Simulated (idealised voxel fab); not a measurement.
process module | voxel gate over fins
Section shown: cut. Width: 205 nm. Cell size: 5 nm, square.
Heads up, the way a cross-section reads in here is a grid of square cells, handed over as bands from the top down, with every band being one or more rows of cells. Heads up on the band format: heights come first, top then bottom, in nm. After that it's the materials left to right, each with its width in nm. A single material flagged "everywhere" fills the whole band edge to edge, and "empty" means there's empty space there. Counting heights begins at 0, where everything beneath is, in the wafer as received, one material. The lowest band has no bottom; it goes on downwards, as "0 -> down" shows. The expression "30->40" gives the width at the extremes of the band, the first number at its top row of cells and the second at its bottom row, with the width changing by equal amounts from each row to the next in between. Given "same as before" for a step, no cell of the cross-section differs between before and after that step. Any empty space of 8 cells or more lacking an open way to the top shows up in "Closed cavity list" as width x height at distance, distance from the left edge, in nm. On each step's line, the part that comes after the settings is the simulator's own comment on the step. A step's line can hold "overlay nm"; with a mask on that step, the setting says how far right of the planned place the mask lay, while a negative setting says it lay to the left.

# Planned step list for the process
1 RECEIVE | material Si
2 CONFORMAL_DEP | material SiN | thk nm 10
3 DIRECTIONAL_DEP | material aC | thk nm 10
4 PATTERN | tone cover | mask id FINS | material resist | width nm 15 | pitch nm 40 | thk nm 25 | overlay nm 0
5 DIRECTIONAL_ETCH | etch materials aC | depth nm 10
6 STRIP | etch materials resist
7 DIRECTIONAL_ETCH | etch materials SiN | depth nm 10
8 DIRECTIONAL_ETCH | etch materials Si | depth nm 40
9 STRIP | etch materials aC
10 OXIDIZE | depth nm 5
11 FILL_DEP | material SiO2 | thk nm 15
12 CMP | height nm 10
13 SELECTIVE_ETCH | etch materials SiO2 | depth nm 20
14 STRIP | etch materials SiN
15 CONFORMAL_DEP | material HfO2 | thk nm 5
16 CONFORMAL_DEP | material TiN | thk nm 5
17 FILL_DEP | material W | thk nm 10
18 CMP | height nm 15
19 CONFORMAL_DEP | material SiCN | thk nm 5

# The first of two wafers, run as planned

# Wafer cross-section on receipt, i.e. after step 1
- 0 -> down: Si everywhere
- Closed cavity list: none

# Cross-sectional representation of the wafer at the conclusion of step 2
- 10 -> 0: SiN everywhere
- Below a height of 0, the structure has not been altered.

# Cross-sectional representation of the wafer at the conclusion of step 3
- 20 -> 10: aC everywhere
- Below a height of 10, the structure has not been altered.

# Cross-sectional representation of the wafer at the conclusion of step 4
- 45 -> 20: empty 35 nm, resist 15 nm, empty 25 nm, resist 15 nm, empty 25 nm, resist 15 nm, empty 25 nm, resist 15 nm, empty 35 nm
- Below a height of 20, the structure has not been altered.

# Cross-sectional representation of the wafer at the conclusion of step 5
- 35 -> 20: empty 35 nm, resist 15 nm, empty 25 nm, resist 15 nm, empty 25 nm, resist 15 nm, empty 25 nm, resist 15 nm, empty 35 nm
- 20 -> 10: empty 35 nm, aC 15 nm, empty 25 nm, aC 15 nm, empty 25 nm, aC 15 nm, empty 25 nm, aC 15 nm, empty 35 nm
- Below a height of 10, the structure has not been altered.

# Cross-sectional representation of the wafer at the conclusion of step 6
- 20 -> 10: empty 35 nm, aC 15 nm, empty 25 nm, aC 15 nm, empty 25 nm, aC 15 nm, empty 25 nm, aC 15 nm, empty 35 nm
- Below a height of 10, the structure has not been altered.

# Cross-sectional representation of the wafer at the conclusion of step 7
- 20 -> 10: empty 35 nm, aC 15 nm, empty 25 nm, aC 15 nm, empty 25 nm, aC 15 nm, empty 25 nm, aC 15 nm, empty 35 nm
- 10 -> 0: empty 35 nm, SiN 15 nm, empty 25 nm, SiN 15 nm, empty 25 nm, SiN 15 nm, empty 25 nm, SiN 15 nm, empty 35 nm
- Below a height of 0, the structure has not been altered.

# Cross-sectional representation of the wafer at the conclusion of step 8
- 20 -> 10: empty 35 nm, aC 15 nm, empty 25 nm, aC 15 nm, empty 25 nm, aC 15 nm, empty 25 nm, aC 15 nm, empty 35 nm
- 10 -> 0: empty 35 nm, SiN 15 nm, empty 25 nm, SiN 15 nm, empty 25 nm, SiN 15 nm, empty 25 nm, SiN 15 nm, empty 35 nm
- 0 -> -40: empty 35 nm, Si 15 nm, empty 25 nm, Si 15 nm, empty 25 nm, Si 15 nm, empty 25 nm, Si 15 nm, empty 35 nm
- Below a height of -40, the structure has not been altered.

# Cross-sectional representation of the wafer at the conclusion of step 9
- 10 -> 0: empty 35 nm, SiN 15 nm, empty 25 nm, SiN 15 nm, empty 25 nm, SiN 15 nm, empty 25 nm, SiN 15 nm, empty 35 nm
- Below a height of 0, the structure has not been altered.

# Cross-sectional representation of the wafer at the conclusion of step 10
- 10 -> 0: empty 35 nm, SiN 15 nm, empty 25 nm, SiN 15 nm, empty 25 nm, SiN 15 nm, empty 25 nm, SiN 15 nm, empty 35 nm
- 0 -> -40: empty 35 nm, SiO2 5 nm, Si 5 nm, SiO2 5 nm, empty 25 nm, SiO2 5 nm, Si 5 nm, SiO2 5 nm, empty 25 nm, SiO2 5 nm, Si 5 nm, SiO2 5 nm, empty 25 nm, SiO2 5 nm, Si 5 nm, SiO2 5 nm, empty 35 nm
- -40 -> -45: SiO2 40 nm, Si 5 nm, SiO2 35 nm, Si 5 nm, SiO2 35 nm, Si 5 nm, SiO2 35 nm, Si 5 nm, SiO2 40 nm
- Below a height of -45, the structure has not been altered.

# Cross-sectional representation of the wafer at the conclusion of step 11
- 25 -> 10: SiO2 everywhere
- 10 -> 0: SiO2 35 nm, SiN 15 nm, SiO2 25 nm, SiN 15 nm, SiO2 25 nm, SiN 15 nm, SiO2 25 nm, SiN 15 nm, SiO2 35 nm
- 0 -> -45: SiO2 40 nm, Si 5 nm, SiO2 35 nm, Si 5 nm, SiO2 35 nm, Si 5 nm, SiO2 35 nm, Si 5 nm, SiO2 40 nm
- Below a height of -45, the structure has not been altered.

# Cross-sectional representation of the wafer at the conclusion of step 12
- 10 -> 0: SiO2 35 nm, SiN 15 nm, SiO2 25 nm, SiN 15 nm, SiO2 25 nm, SiN 15 nm, SiO2 25 nm, SiN 15 nm, SiO2 35 nm
- Below a height of 0, the structure has not been altered.

# Cross-sectional representation of the wafer at the conclusion of step 13
- 10 -> 0: empty 35 nm, SiN 15 nm, empty 25 nm, SiN 15 nm, empty 25 nm, SiN 15 nm, empty 25 nm, SiN 15 nm, empty 35 nm
- 0 -> -10: empty 40 nm, Si 5 nm, empty 35 nm, Si 5 nm, empty 35 nm, Si 5 nm, empty 35 nm, Si 5 nm, empty 40 nm
- Below a height of -10, the structure has not been altered.

# Cross-sectional representation of the wafer at the conclusion of step 14
- 0 -> -10: empty 40 nm, Si 5 nm, empty 35 nm, Si 5 nm, empty 35 nm, Si 5 nm, empty 35 nm, Si 5 nm, empty 40 nm
- Below a height of -10, the structure has not been altered.

# Cross-sectional representation of the wafer at the conclusion of step 15
- 5 -> 0: empty 35 nm, HfO2 15 nm, empty 25 nm, HfO2 15 nm, empty 25 nm, HfO2 15 nm, empty 25 nm, HfO2 15 nm, empty 35 nm
- 0 -> -5: empty 35 nm, HfO2 5 nm, Si 5 nm, HfO2 5 nm, empty 25 nm, HfO2 5 nm, Si 5 nm, HfO2 5 nm, empty 25 nm, HfO2 5 nm, Si 5 nm, HfO2 5 nm, empty 25 nm, HfO2 5 nm, Si 5 nm, HfO2 5 nm, empty 35 nm
- -5 -> -10: HfO2 40 nm, Si 5 nm, HfO2 35 nm, Si 5 nm, HfO2 35 nm, Si 5 nm, HfO2 35 nm, Si 5 nm, HfO2 40 nm
- Below a height of -10, the structure has not been altered.

# Cross-sectional representation of the wafer at the conclusion of step 16
- 10 -> 5: empty 30 nm, TiN 25 nm, empty 15 nm, TiN 25 nm, empty 15 nm, TiN 25 nm, empty 15 nm, TiN 25 nm, empty 30 nm
- 5 -> 0: empty 30 nm, TiN 5 nm, HfO2 15 nm, TiN 5 nm, empty 15 nm, TiN 5 nm, HfO2 15 nm, TiN 5 nm, empty 15 nm, TiN 5 nm, HfO2 15 nm, TiN 5 nm, empty 15 nm, TiN 5 nm, HfO2 15 nm, TiN 5 nm, empty 30 nm
- 0 -> -5: TiN 35 nm, HfO2 5 nm, Si 5 nm, HfO2 5 nm, TiN 25 nm, HfO2 5 nm, Si 5 nm, HfO2 5 nm, TiN 25 nm, HfO2 5 nm, Si 5 nm, HfO2 5 nm, TiN 25 nm, HfO2 5 nm, Si 5 nm, HfO2 5 nm, TiN 35 nm
- Below a height of -5, the structure has not been altered.

# Cross-sectional representation of the wafer at the conclusion of step 17
- 20 -> 10: W everywhere
- 10 -> 5: W 30 nm, TiN 25 nm, W 15 nm, TiN 25 nm, W 15 nm, TiN 25 nm, W 15 nm, TiN 25 nm, W 30 nm
- 5 -> 0: W 30 nm, TiN 5 nm, HfO2 15 nm, TiN 5 nm, W 15 nm, TiN 5 nm, HfO2 15 nm, TiN 5 nm, W 15 nm, TiN 5 nm, HfO2 15 nm, TiN 5 nm, W 15 nm, TiN 5 nm, HfO2 15 nm, TiN 5 nm, W 30 nm
- Below a height of 0, the structure has not been altered.

# Cross-sectional representation of the wafer at the conclusion of step 18
- 15 -> 10: W everywhere
- Below a height of 10, the structure has not been altered.

# Cross-sectional representation of the wafer at the conclusion of step 19
- 20 -> 15: SiCN everywhere
- Below a height of 15, the structure has not been altered.

# Second wafer: same start and same plan as the first, one execution error; identical to the first through step 3

# X-section, second wafer, when step 4 was due to finish
- 45 -> 20: empty 25 nm, resist 15 nm, empty 25 nm, resist 15 nm, empty 25 nm, resist 15 nm, empty 25 nm, resist 15 nm, empty 45 nm
- Below a height of 20, the structure has not been altered.

# X-section, second wafer, when step 5 was due to finish
- 35 -> 20: empty 25 nm, resist 15 nm, empty 25 nm, resist 15 nm, empty 25 nm, resist 15 nm, empty 25 nm, resist 15 nm, empty 45 nm
- 20 -> 10: empty 25 nm, aC 15 nm, empty 25 nm, aC 15 nm, empty 25 nm, aC 15 nm, empty 25 nm, aC 15 nm, empty 45 nm
- Below a height of 10, the structure has not been altered.

# X-section, second wafer, when step 6 was due to finish
- 20 -> 10: empty 25 nm, aC 15 nm, empty 25 nm, aC 15 nm, empty 25 nm, aC 15 nm, empty 25 nm, aC 15 nm, empty 45 nm
- Below a height of 10, the structure has not been altered.

# X-section, second wafer, when step 7 was due to finish
- 20 -> 10: empty 25 nm, aC 15 nm, empty 25 nm, aC 15 nm, empty 25 nm, aC 15 nm, empty 25 nm, aC 15 nm, empty 45 nm
- 10 -> 0: empty 25 nm, SiN 15 nm, empty 25 nm, SiN 15 nm, empty 25 nm, SiN 15 nm, empty 25 nm, SiN 15 nm, empty 45 nm
- Below a height of 0, the structure has not been altered.

# X-section, second wafer, when step 8 was due to finish
- 20 -> 10: empty 25 nm, aC 15 nm, empty 25 nm, aC 15 nm, empty 25 nm, aC 15 nm, empty 25 nm, aC 15 nm, empty 45 nm
- 10 -> 0: empty 25 nm, SiN 15 nm, empty 25 nm, SiN 15 nm, empty 25 nm, SiN 15 nm, empty 25 nm, SiN 15 nm, empty 45 nm
- 0 -> -40: empty 25 nm, Si 15 nm, empty 25 nm, Si 15 nm, empty 25 nm, Si 15 nm, empty 25 nm, Si 15 nm, empty 45 nm
- Below a height of -40, the structure has not been altered.

# X-section, second wafer, when step 9 was due to finish
- 10 -> 0: empty 25 nm, SiN 15 nm, empty 25 nm, SiN 15 nm, empty 25 nm, SiN 15 nm, empty 25 nm, SiN 15 nm, empty 45 nm
- Below a height of 0, the structure has not been altered.

# X-section, second wafer, when step 10 was due to finish
- 10 -> 0: empty 25 nm, SiN 15 nm, empty 25 nm, SiN 15 nm, empty 25 nm, SiN 15 nm, empty 25 nm, SiN 15 nm, empty 45 nm
- 0 -> -40: empty 25 nm, SiO2 5 nm, Si 5 nm, SiO2 5 nm, empty 25 nm, SiO2 5 nm, Si 5 nm, SiO2 5 nm, empty 25 nm, SiO2 5 nm, Si 5 nm, SiO2 5 nm, empty 25 nm, SiO2 5 nm, Si 5 nm, SiO2 5 nm, empty 45 nm
- -40 -> -45: SiO2 30 nm, Si 5 nm, SiO2 35 nm, Si 5 nm, SiO2 35 nm, Si 5 nm, SiO2 35 nm, Si 5 nm, SiO2 50 nm
- Below a height of -45, the structure has not been altered.

# X-section, second wafer, when step 11 was due to finish
- 25 -> 10: SiO2 everywhere
- 10 -> 0: SiO2 25 nm, SiN 15 nm, SiO2 25 nm, SiN 15 nm, SiO2 25 nm, SiN 15 nm, SiO2 25 nm, SiN 15 nm, SiO2 45 nm
- 0 -> -45: SiO2 30 nm, Si 5 nm, SiO2 35 nm, Si 5 nm, SiO2 35 nm, Si 5 nm, SiO2 35 nm, Si 5 nm, SiO2 50 nm
- Below a height of -45, the structure has not been altered.

# X-section, second wafer, when step 12 was due to finish
- 10 -> 0: SiO2 25 nm, SiN 15 nm, SiO2 25 nm, SiN 15 nm, SiO2 25 nm, SiN 15 nm, SiO2 25 nm, SiN 15 nm, SiO2 45 nm
- Below a height of 0, the structure has not been altered.

# X-section, second wafer, when step 13 was due to finish
- 10 -> 0: empty 25 nm, SiN 15 nm, empty 25 nm, SiN 15 nm, empty 25 nm, SiN 15 nm, empty 25 nm, SiN 15 nm, empty 45 nm
- 0 -> -10: empty 30 nm, Si 5 nm, empty 35 nm, Si 5 nm, empty 35 nm, Si 5 nm, empty 35 nm, Si 5 nm, empty 50 nm
- Below a height of -10, the structure has not been altered.

# X-section, second wafer, when step 14 was due to finish
- 0 -> -10: empty 30 nm, Si 5 nm, empty 35 nm, Si 5 nm, empty 35 nm, Si 5 nm, empty 35 nm, Si 5 nm, empty 50 nm
- Below a height of -10, the structure has not been altered.

# X-section, second wafer, when step 15 was due to finish
- 5 -> 0: empty 25 nm, HfO2 15 nm, empty 25 nm, HfO2 15 nm, empty 25 nm, HfO2 15 nm, empty 25 nm, HfO2 15 nm, empty 45 nm
- 0 -> -5: empty 25 nm, HfO2 5 nm, Si 5 nm, HfO2 5 nm, empty 25 nm, HfO2 5 nm, Si 5 nm, HfO2 5 nm, empty 25 nm, HfO2 5 nm, Si 5 nm, HfO2 5 nm, empty 25 nm, HfO2 5 nm, Si 5 nm, HfO2 5 nm, empty 45 nm
- -5 -> -10: HfO2 30 nm, Si 5 nm, HfO2 35 nm, Si 5 nm, HfO2 35 nm, Si 5 nm, HfO2 35 nm, Si 5 nm, HfO2 50 nm
- Below a height of -10, the structure has not been altered.

# X-section, second wafer, when step 16 was due to finish
- 10 -> 5: empty 20 nm, TiN 25 nm, empty 15 nm, TiN 25 nm, empty 15 nm, TiN 25 nm, empty 15 nm, TiN 25 nm, empty 40 nm
- 5 -> 0: empty 20 nm, TiN 5 nm, HfO2 15 nm, TiN 5 nm, empty 15 nm, TiN 5 nm, HfO2 15 nm, TiN 5 nm, empty 15 nm, TiN 5 nm, HfO2 15 nm, TiN 5 nm, empty 15 nm, TiN 5 nm, HfO2 15 nm, TiN 5 nm, empty 40 nm
- 0 -> -5: TiN 25 nm, HfO2 5 nm, Si 5 nm, HfO2 5 nm, TiN 25 nm, HfO2 5 nm, Si 5 nm, HfO2 5 nm, TiN 25 nm, HfO2 5 nm, Si 5 nm, HfO2 5 nm, TiN 25 nm, HfO2 5 nm, Si 5 nm, HfO2 5 nm, TiN 45 nm
- Below a height of -5, the structure has not been altered.

# X-section, second wafer, when step 17 was due to finish
- 20 -> 10: W everywhere
- 10 -> 5: W 20 nm, TiN 25 nm, W 15 nm, TiN 25 nm, W 15 nm, TiN 25 nm, W 15 nm, TiN 25 nm, W 40 nm
- 5 -> 0: W 20 nm, TiN 5 nm, HfO2 15 nm, TiN 5 nm, W 15 nm, TiN 5 nm, HfO2 15 nm, TiN 5 nm, W 15 nm, TiN 5 nm, HfO2 15 nm, TiN 5 nm, W 15 nm, TiN 5 nm, HfO2 15 nm, TiN 5 nm, W 40 nm
- Below a height of 0, the structure has not been altered.

# X-section, second wafer, when step 18 was due to finish
- 15 -> 10: W everywhere
- Below a height of 10, the structure has not been altered.

# X-section, second wafer, when step 19 was due to finish
- 20 -> 15: SiCN everywhere
- Below a height of 15, the structure has not been altered.
Heads up, the wafer didn't run the way we planned it: step 4 went in with a setting other than planned; the actual run was PATTERN | tone cover | mask id FINS | material resist | width nm 15 | pitch nm 40 | thk nm 25 | overlay nm -10
Upon completion, the cell count for each material on the second wafer equals that on the first, whereas the spatial distribution of those cells differs.
